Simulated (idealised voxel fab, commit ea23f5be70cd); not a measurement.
process module | voxel transistor to metal
cross-section cut | 140 nm wide | cells 5 nm
A cross-section is a grid of square cells, given in bands from the top down. A band is one or more rows of cells.
Each band's line starts with the height of the band's top and of its bottom, in nm. Then come its materials from left to right, each with its width in nm. One material with "throughout" fills the band from edge to edge. "air" is empty space.
Height 0 is the level under which the wafer as received is all one material. The lowest band goes on downwards, as in "0 down".
A width such as "30 to 40" changes by the same amount from each row of cells to the next, from the band's top row to its bottom row.
"no change" after a step means that no cell of the cross-section changed.
closed voids: empty space of 8 cells or more with no open way to the top, each as width x height at its distance from the left edge, in nm
after a step's settings: what the simulator itself notes on the step
overlay nm, on a step with a mask: how far to the right of its planned place the mask lay; to the left if negative
plan
1 op RECEIVE | material Si
2 op OXIDIZE | depth nm 5
3 op CONFORMAL_DEP | material SiN | thk nm 10
4 op PATTERN | tone cover | mask id ACTIVE | material resist | width nm 105 | thk nm 15 | overlay nm 0
5 op DIRECTIONAL_ETCH | etch materials SiN | depth nm 10
6 op DIRECTIONAL_ETCH | etch materials SiO2 | depth nm 5
7 op DIRECTIONAL_ETCH | etch materials Si | depth nm 25
8 op STRIP | etch materials resist
9 op OXIDIZE | depth nm 5
10 op FILL_DEP | material SiO2 | thk nm 5
11 op CMP | height nm 10
12 op SELECTIVE_ETCH | etch materials SiO2 | depth nm 10
13 op STRIP | etch materials SiN
14 op SELECTIVE_ETCH | etch materials SiO2 | depth nm 5
15 op OXIDIZE | depth nm 5
16 op DIRECTIONAL_DEP | material polySi | thk nm 25
17 op DIRECTIONAL_DEP | material SiCN | thk nm 15
18 op PATTERN | tone cover | mask id GATE | material resist | width nm 15 | thk nm 20 | overlay nm 0
19 op DIRECTIONAL_ETCH | etch materials SiCN | depth nm 25
20 op DIRECTIONAL_ETCH | etch materials polySi | depth nm 35
21 op STRIP | etch materials resist
22 op CONFORMAL_DEP | material SiO2 | thk nm 5
23 op DIRECTIONAL_ETCH | etch materials SiO2 | depth nm 5
24 op CONFORMAL_DEP | material SiN | thk nm 5
25 op DIRECTIONAL_ETCH | etch materials SiN | depth nm 5
26 op DIRECTIONAL_ETCH | etch materials SiO2 | depth nm 5
27 op DIRECTIONAL_ETCH | etch materials Si | depth nm 10
28 op EPI | material SiGe | thk nm 10
29 op FILL_DEP | material SiO2 | thk nm 10
30 op CMP | height nm 35
31 op DIRECTIONAL_DEP | material SiO2 | thk nm 15
32 op MASKED_ETCH | tone open | mask id CONTACT | width nm 20 | pitch nm 75 | etch materials SiO2 | depth nm 60 | overlay nm 0
33 op CONFORMAL_DEP | material TiN | thk nm 5
34 op FILL_DEP | material W | thk nm 5
35 op CMP | height nm 50
36 op CONFORMAL_DEP | material SiN | thk nm 5
37 op DIRECTIONAL_DEP | material SiO2 | thk nm 25
38 op MASKED_ETCH | tone open | mask id METAL_1 | width nm 20 | pitch nm 75 | etch materials SiO2 | depth nm 25 | overlay nm 0
39 op MASKED_ETCH | tone open | mask id METAL_1 | width nm 20 | pitch nm 75 | etch materials SiN | depth nm 5 | overlay nm 0
40 op CONFORMAL_DEP | material TiN | thk nm 5
41 op FILL_DEP | material Cu | thk nm 10
42 op CMP | height nm 80
43 op CONFORMAL_DEP | material SiCN | thk nm 5
44 op DIRECTIONAL_DEP | material SiO2 | thk nm 35
45 op MASKED_ETCH | tone open | mask id METAL_2_HOLES | width nm 15 | pitch nm 75 | etch materials SiO2 | depth nm 35 | overlay nm 0
46 op DIRECTIONAL_DEP | material aC | thk nm 15
47 op PATTERN | tone open | mask id METAL_2 | material resist | width nm 20 | pitch nm 75 | thk nm 35 | overlay nm 0
48 op DIRECTIONAL_ETCH | etch materials aC | depth nm 15
49 op STRIP | etch materials resist
50 op DIRECTIONAL_ETCH | etch materials SiO2 | depth nm 20
51 op DIRECTIONAL_ETCH | etch materials SiCN | depth nm 5
52 op STRIP | etch materials aC
53 op CONFORMAL_DEP | material TiN | thk nm 5
54 op FILL_DEP | material Ru | thk nm 10
55 op CMP | height nm 120
56 op CONFORMAL_DEP | material SiN | thk nm 5
first wafer, as planned
as received, after step 1
  0 down: Si throughout
  closed voids: none
after step 2
  0 to -5: SiO2 throughout
  below -5: unchanged
after step 3
  10 to 0: SiN throughout
  below 0: unchanged
after step 4
  25 to 10: air 15 | resist 105 | air 20
  below 10: unchanged
after step 5
  25 to 10: air 15 | resist 105 | air 20
  10 to 0: air 15 | SiN 105 | air 20
  below 0: unchanged
after step 6
  25 to 10: air 15 | resist 105 | air 20
  10 to 0: air 15 | SiN 105 | air 20
  0 to -5: air 15 | SiO2 105 | air 20
  below -5: unchanged
after step 7
  25 to 10: air 15 | resist 105 | air 20
  10 to 0: air 15 | SiN 105 | air 20
  0 to -5: air 15 | SiO2 105 | air 20
  -5 to -30: air 15 | Si 105 | air 20
  below -30: unchanged
after step 8
  10 to 0: air 15 | SiN 105 | air 20
  below 0: unchanged
after step 9
  10 to 0: air 15 | SiN 105 | air 20
  0 to -5: air 15 | SiO2 105 | air 20
  -5 to -30: air 15 | SiO2 5 | Si 95 | SiO2 5 | air 20
  -30 to -35: SiO2 20 | Si 95 | SiO2 25
  below -35: unchanged
after step 10
  15 to 10: SiO2 throughout
  10 to 0: SiO2 15 | SiN 105 | SiO2 20
  0 to -5: SiO2 throughout
  -5 to -35: SiO2 20 | Si 95 | SiO2 25
  below -35: unchanged
after step 11
  10 to 0: SiO2 15 | SiN 105 | SiO2 20
  below 0: unchanged
after step 12
  10 to 0: air 15 | SiN 105 | air 20
  below 0: unchanged
after step 13
  0 to -5: SiO2 throughout
  below -5: unchanged
after step 14
  -5 to -35: SiO2 20 | Si 95 | SiO2 25
  below -35: unchanged
after step 15
  -5 to -10: SiO2 throughout
  below -10: unchanged
after step 16
  20 to -5: polySi throughout
  below -5: unchanged
after step 17
  35 to 20: SiCN throughout
  below 20: unchanged
after step 18
  55 to 35: air 60 | resist 15 | air 65
  below 35: unchanged
after step 19
  55 to 35: air 60 | resist 15 | air 65
  35 to 20: air 60 | SiCN 15 | air 65
  below 20: unchanged
after step 20
  55 to 35: air 60 | resist 15 | air 65
  35 to 20: air 60 | SiCN 15 | air 65
  20 to -5: air 60 | polySi 15 | air 65
  below -5: unchanged
after step 21
  35 to 20: air 60 | SiCN 15 | air 65
  below 20: unchanged
after step 22
  40 to 35: air 55 | SiO2 25 | air 60
  35 to 20: air 55 | SiO2 5 | SiCN 15 | SiO2 5 | air 60
  20 to 0: air 55 | SiO2 5 | polySi 15 | SiO2 5 | air 60
  0 to -5: SiO2 60 | polySi 15 | SiO2 65
  below -5: unchanged
after step 23
  35 to 20: air 55 | SiO2 5 | SiCN 15 | SiO2 5 | air 60
  20 to -5: air 55 | SiO2 5 | polySi 15 | SiO2 5 | air 60
  below -5: unchanged
after step 24
  40 to 35: air 50 | SiN 35 | air 55
  35 to 20: air 50 | SiN 5 | SiO2 5 | SiCN 15 | SiO2 5 | SiN 5 | air 55
  20 to 0: air 50 | SiN 5 | SiO2 5 | polySi 15 | SiO2 5 | SiN 5 | air 55
  0 to -5: SiN 55 | SiO2 5 | polySi 15 | SiO2 5 | SiN 60
  below -5: unchanged
after step 25
  35 to 20: air 50 | SiN 5 | SiO2 5 | SiCN 15 | SiO2 5 | SiN 5 | air 55
  20 to -5: air 50 | SiN 5 | SiO2 5 | polySi 15 | SiO2 5 | SiN 5 | air 55
  below -5: unchanged
after step 26
  35 to 30: air 50 | SiN 5 | air 5 | SiCN 15 | air 5 | SiN 5 | air 55
  30 to 20: air 50 | SiN 5 | SiO2 5 | SiCN 15 | SiO2 5 | SiN 5 | air 55
  20 to -5: air 50 | SiN 5 | SiO2 5 | polySi 15 | SiO2 5 | SiN 5 | air 55
  -5 to -10: air 50 | SiO2 35 | air 55
  below -10: unchanged
after step 27
  35 to 30: air 50 | SiN 5 | air 5 | SiCN 15 | air 5 | SiN 5 | air 55
  30 to 20: air 50 | SiN 5 | SiO2 5 | SiCN 15 | SiO2 5 | SiN 5 | air 55
  20 to -5: air 50 | SiN 5 | SiO2 5 | polySi 15 | SiO2 5 | SiN 5 | air 55
  -5 to -10: air 50 | SiO2 35 | air 55
  -10 to -20: SiO2 20 | air 30 | Si 35 | air 30 | SiO2 25
  below -20: unchanged
after step 28
  35 to 30: air 50 | SiN 5 | air 5 | SiCN 15 | air 5 | SiN 5 | air 55
  30 to 20: air 50 | SiN 5 | SiO2 5 | SiCN 15 | SiO2 5 | SiN 5 | air 55
  20 to 0: air 50 | SiN 5 | SiO2 5 | polySi 15 | SiO2 5 | SiN 5 | air 55
  0 to -5: air 40 | SiGe 10 | SiN 5 | SiO2 5 | polySi 15 | SiO2 5 | SiN 5 | SiGe 10 | air 45
  -5 to -10: air 40 | SiGe 10 | SiO2 35 | SiGe 10 | air 45
  -10 to -20: SiO2 20 | SiGe 30 | Si 35 | SiGe 30 | SiO2 25
  below -20: unchanged
after step 29
  45 to 35: SiO2 throughout
  35 to 20: SiO2 50 | SiN 5 | SiO2 5 | SiCN 15 | SiO2 5 | SiN 5 | SiO2 55
  20 to 0: SiO2 50 | SiN 5 | SiO2 5 | polySi 15 | SiO2 5 | SiN 5 | SiO2 55
  0 to -5: SiO2 40 | SiGe 10 | SiN 5 | SiO2 5 | polySi 15 | SiO2 5 | SiN 5 | SiGe 10 | SiO2 45
  -5 to -10: SiO2 40 | SiGe 10 | SiO2 35 | SiGe 10 | SiO2 45
  below -10: unchanged
after step 30
  35 to 20: SiO2 50 | SiN 5 | SiO2 5 | SiCN 15 | SiO2 5 | SiN 5 | SiO2 55
  below 20: unchanged
after step 31
  50 to 35: SiO2 throughout
  below 35: unchanged
after step 32
  50 to 35: SiO2 20 | air 20 | SiO2 55 | air 20 | SiO2 25
  35 to 20: SiO2 20 | air 20 | SiO2 10 | SiN 5 | SiO2 5 | SiCN 15 | SiO2 5 | SiN 5 | SiO2 10 | air 20 | SiO2 25
  20 to 0: SiO2 20 | air 20 | SiO2 10 | SiN 5 | SiO2 5 | polySi 15 | SiO2 5 | SiN 5 | SiO2 10 | air 20 | SiO2 25
  0 to -5: SiO2 20 | air 20 | SiGe 10 | SiN 5 | SiO2 5 | polySi 15 | SiO2 5 | SiN 5 | SiGe 10 | air 20 | SiO2 25
  -5 to -10: SiO2 20 | air 20 | SiGe 10 | SiO2 35 | SiGe 10 | air 20 | SiO2 25
  below -10: unchanged
after step 33
  55 to 50: TiN 25 | air 10 | TiN 65 | air 10 | TiN 30
  50 to 35: SiO2 20 | TiN 5 | air 10 | TiN 5 | SiO2 55 | TiN 5 | air 10 | TiN 5 | SiO2 25
  35 to 20: SiO2 20 | TiN 5 | air 10 | TiN 5 | SiO2 10 | SiN 5 | SiO2 5 | SiCN 15 | SiO2 5 | SiN 5 | SiO2 10 | TiN 5 | air 10 | TiN 5 | SiO2 25
  20 to 0: SiO2 20 | TiN 5 | air 10 | TiN 5 | SiO2 10 | SiN 5 | SiO2 5 | polySi 15 | SiO2 5 | SiN 5 | SiO2 10 | TiN 5 | air 10 | TiN 5 | SiO2 25
  0 to -5: SiO2 20 | TiN 5 | air 10 | TiN 5 | SiGe 10 | SiN 5 | SiO2 5 | polySi 15 | SiO2 5 | SiN 5 | SiGe 10 | TiN 5 | air 10 | TiN 5 | SiO2 25
  -5 to -10: SiO2 20 | TiN 20 | SiGe 10 | SiO2 35 | SiGe 10 | TiN 20 | SiO2 25
  below -10: unchanged
after step 34
  60 to 55: W throughout
  55 to 50: TiN 25 | W 10 | TiN 65 | W 10 | TiN 30
  50 to 35: SiO2 20 | TiN 5 | W 10 | TiN 5 | SiO2 55 | TiN 5 | W 10 | TiN 5 | SiO2 25
  35 to 20: SiO2 20 | TiN 5 | W 10 | TiN 5 | SiO2 10 | SiN 5 | SiO2 5 | SiCN 15 | SiO2 5 | SiN 5 | SiO2 10 | TiN 5 | W 10 | TiN 5 | SiO2 25
  20 to 0: SiO2 20 | TiN 5 | W 10 | TiN 5 | SiO2 10 | SiN 5 | SiO2 5 | polySi 15 | SiO2 5 | SiN 5 | SiO2 10 | TiN 5 | W 10 | TiN 5 | SiO2 25
  0 to -5: SiO2 20 | TiN 5 | W 10 | TiN 5 | SiGe 10 | SiN 5 | SiO2 5 | polySi 15 | SiO2 5 | SiN 5 | SiGe 10 | TiN 5 | W 10 | TiN 5 | SiO2 25
  below -5: unchanged
after step 35
  50 to 35: SiO2 20 | TiN 5 | W 10 | TiN 5 | SiO2 55 | TiN 5 | W 10 | TiN 5 | SiO2 25
  below 35: unchanged
after step 36
  55 to 50: SiN throughout
  below 50: unchanged
after step 37
  80 to 55: SiO2 throughout
  below 55: unchanged
after step 38
  80 to 55: SiO2 20 | air 20 | SiO2 55 | air 20 | SiO2 25
  below 55: unchanged
after step 39
  80 to 55: SiO2 20 | air 20 | SiO2 55 | air 20 | SiO2 25
  55 to 50: SiN 20 | air 20 | SiN 55 | air 20 | SiN 25
  below 50: unchanged
after step 40
  85 to 80: TiN 25 | air 10 | TiN 65 | air 10 | TiN 30
  80 to 55: SiO2 20 | TiN 5 | air 10 | TiN 5 | SiO2 55 | TiN 5 | air 10 | TiN 5 | SiO2 25
  55 to 50: SiN 20 | TiN 20 | SiN 55 | TiN 20 | SiN 25
  below 50: unchanged
after step 41
  95 to 85: Cu throughout
  85 to 80: TiN 25 | Cu 10 | TiN 65 | Cu 10 | TiN 30
  80 to 55: SiO2 20 | TiN 5 | Cu 10 | TiN 5 | SiO2 55 | TiN 5 | Cu 10 | TiN 5 | SiO2 25
  below 55: unchanged
after step 42
  80 to 55: SiO2 20 | TiN 5 | Cu 10 | TiN 5 | SiO2 55 | TiN 5 | Cu 10 | TiN 5 | SiO2 25
  below 55: unchanged
after step 43
  85 to 80: SiCN throughout
  below 80: unchanged
after step 44
  120 to 85: SiO2 throughout
  below 85: unchanged
after step 45
  120 to 85: SiO2 20 | air 15 | SiO2 60 | air 15 | SiO2 30
  below 85: unchanged
after step 46
  135 to 120: aC 20 | air 15 | aC 60 | air 15 | aC 30
  120 to 100: SiO2 20 | air 15 | SiO2 60 | air 15 | SiO2 30
  100 to 85: SiO2 20 | aC 15 | SiO2 60 | aC 15 | SiO2 30
  below 85: unchanged
after step 47
  170 to 135: resist 20 | air 20 | resist 55 | air 20 | resist 25
  below 135: unchanged
after step 48
  155 to 135: resist 20 | air 20 | resist 55 | air 20 | resist 25
  135 to 120: aC 20 | air 20 | aC 55 | air 20 | aC 25
  120 to 85: SiO2 20 | air 15 | SiO2 60 | air 15 | SiO2 30
  below 85: unchanged
after step 49
  135 to 120: aC 20 | air 20 | aC 55 | air 20 | aC 25
  below 120: unchanged
after step 50
  135 to 120: aC 20 | air 20 | aC 55 | air 20 | aC 25
  120 to 100: SiO2 20 | air 20 | SiO2 55 | air 20 | SiO2 25
  below 100: unchanged
after step 51
  135 to 120: aC 20 | air 20 | aC 55 | air 20 | aC 25
  120 to 100: SiO2 20 | air 20 | SiO2 55 | air 20 | SiO2 25
  100 to 85: SiO2 20 | air 15 | SiO2 60 | air 15 | SiO2 30
  85 to 80: SiCN 20 | air 15 | SiCN 60 | air 15 | SiCN 30
  below 80: unchanged
after step 52
  120 to 100: SiO2 20 | air 20 | SiO2 55 | air 20 | SiO2 25
  below 100: unchanged
after step 53
  125 to 120: TiN 25 | air 10 | TiN 65 | air 10 | TiN 30
  120 to 105: SiO2 20 | TiN 5 | air 10 | TiN 5 | SiO2 55 | TiN 5 | air 10 | TiN 5 | SiO2 25
  105 to 100: SiO2 20 | TiN 5 | air 5 | TiN 10 | SiO2 55 | TiN 5 | air 5 | TiN 10 | SiO2 25
  100 to 85: SiO2 20 | TiN 5 | air 5 | TiN 5 | SiO2 60 | TiN 5 | air 5 | TiN 5 | SiO2 30
  85 to 80: SiCN 20 | TiN 15 | SiCN 60 | TiN 15 | SiCN 30
  below 80: unchanged
after step 54
  135 to 125: Ru throughout
  125 to 120: TiN 25 | Ru 10 | TiN 65 | Ru 10 | TiN 30
  120 to 105: SiO2 20 | TiN 5 | Ru 10 | TiN 5 | SiO2 55 | TiN 5 | Ru 10 | TiN 5 | SiO2 25
  105 to 100: SiO2 20 | TiN 5 | Ru 5 | TiN 10 | SiO2 55 | TiN 5 | Ru 5 | TiN 10 | SiO2 25
  100 to 85: SiO2 20 | TiN 5 | Ru 5 | TiN 5 | SiO2 60 | TiN 5 | Ru 5 | TiN 5 | SiO2 30
  below 85: unchanged
after step 55
  120 to 105: SiO2 20 | TiN 5 | Ru 10 | TiN 5 | SiO2 55 | TiN 5 | Ru 10 | TiN 5 | SiO2 25
  below 105: unchanged
after step 56
  125 to 120: SiN throughout
  below 120: unchanged
second wafer: like start, like plan, one mistake. Through step 37 it matches the first wafer
when step 38 should have ended
  80 to 55: SiO2 25 | air 15 | SiO2 60 | air 15 | SiO2 25
  below 55: unchanged
when step 39 should have ended
  80 to 55: SiO2 25 | air 15 | SiO2 60 | air 15 | SiO2 25
  55 to 50: SiN 25 | air 15 | SiN 60 | air 15 | SiN 25
  below 50: unchanged
when step 40 should have ended
  85 to 80: TiN 30 | air 5 | TiN 70 | air 5 | TiN 30
  80 to 55: SiO2 25 | TiN 5 | air 5 | TiN 5 | SiO2 60 | TiN 5 | air 5 | TiN 5 | SiO2 25
  55 to 50: SiN 25 | TiN 15 | SiN 60 | TiN 15 | SiN 25
  below 50: unchanged
when step 41 should have ended
  95 to 85: Cu throughout
  85 to 80: TiN 30 | Cu 5 | TiN 70 | Cu 5 | TiN 30
  80 to 55: SiO2 25 | TiN 5 | Cu 5 | TiN 5 | SiO2 60 | TiN 5 | Cu 5 | TiN 5 | SiO2 25
  below 55: unchanged
when step 42 should have ended
  80 to 55: SiO2 25 | TiN 5 | Cu 5 | TiN 5 | SiO2 60 | TiN 5 | Cu 5 | TiN 5 | SiO2 25
  below 55: unchanged
when step 43 should have ended
  85 to 80: SiCN throughout
  below 80: unchanged
when step 44 should have ended
  120 to 85: SiO2 throughout
  below 85: unchanged
when step 45 should have ended
  120 to 85: SiO2 20 | air 15 | SiO2 60 | air 15 | SiO2 30
  below 85: unchanged
when step 46 should have ended
  135 to 120: aC 20 | air 15 | aC 60 | air 15 | aC 30
  120 to 100: SiO2 20 | air 15 | SiO2 60 | air 15 | SiO2 30
  100 to 85: SiO2 20 | aC 15 | SiO2 60 | aC 15 | SiO2 30
  below 85: unchanged
when step 47 should have ended
  170 to 135: resist 20 | air 20 | resist 55 | air 20 | resist 25
  below 135: unchanged
when step 48 should have ended
  155 to 135: resist 20 | air 20 | resist 55 | air 20 | resist 25
  135 to 120: aC 20 | air 20 | aC 55 | air 20 | aC 25
  120 to 85: SiO2 20 | air 15 | SiO2 60 | air 15 | SiO2 30
  below 85: unchanged
when step 49 should have ended
  135 to 120: aC 20 | air 20 | aC 55 | air 20 | aC 25
  below 120: unchanged
when step 50 should have ended
  135 to 120: aC 20 | air 20 | aC 55 | air 20 | aC 25
  120 to 100: SiO2 20 | air 20 | SiO2 55 | air 20 | SiO2 25
  below 100: unchanged
when step 51 should have ended
  135 to 120: aC 20 | air 20 | aC 55 | air 20 | aC 25
  120 to 100: SiO2 20 | air 20 | SiO2 55 | air 20 | SiO2 25
  100 to 85: SiO2 20 | air 15 | SiO2 60 | air 15 | SiO2 30
  85 to 80: SiCN 20 | air 15 | SiCN 60 | air 15 | SiCN 30
  below 80: unchanged
when step 52 should have ended
  120 to 100: SiO2 20 | air 20 | SiO2 55 | air 20 | SiO2 25
  below 100: unchanged
when step 53 should have ended
  125 to 120: TiN 25 | air 10 | TiN 65 | air 10 | TiN 30
  120 to 105: SiO2 20 | TiN 5 | air 10 | TiN 5 | SiO2 55 | TiN 5 | air 10 | TiN 5 | SiO2 25
  105 to 100: SiO2 20 | TiN 5 | air 5 | TiN 10 | SiO2 55 | TiN 5 | air 5 | TiN 10 | SiO2 25
  100 to 85: SiO2 20 | TiN 5 | air 5 | TiN 5 | SiO2 60 | TiN 5 | air 5 | TiN 5 | SiO2 30
  85 to 80: SiCN 20 | TiN 15 | SiCN 60 | TiN 15 | SiCN 30
  below 80: unchanged
when step 54 should have ended
  135 to 125: Ru throughout
  125 to 120: TiN 25 | Ru 10 | TiN 65 | Ru 10 | TiN 30
  120 to 105: SiO2 20 | TiN 5 | Ru 10 | TiN 5 | SiO2 55 | TiN 5 | Ru 10 | TiN 5 | SiO2 25
  105 to 100: SiO2 20 | TiN 5 | Ru 5 | TiN 10 | SiO2 55 | TiN 5 | Ru 5 | TiN 10 | SiO2 25
  100 to 85: SiO2 20 | TiN 5 | Ru 5 | TiN 5 | SiO2 60 | TiN 5 | Ru 5 | TiN 5 | SiO2 30
  below 85: unchanged
when step 55 should have ended
  120 to 105: SiO2 20 | TiN 5 | Ru 10 | TiN 5 | SiO2 55 | TiN 5 | Ru 10 | TiN 5 | SiO2 25
  below 105: unchanged
when step 56 should have ended
  125 to 120: SiN throughout
  below 120: unchanged
what went wrong: step 38 ran as: op MASKED_ETCH | tone open | mask id METAL_1 | width nm 15 | pitch nm 75 | etch materials SiO2 | depth nm 25 | overlay nm 0
at the end the second wafer has, in cells: 10 fewer of Cu | 2 more of SiN | 10 more of SiO2 | 2 fewer of TiN
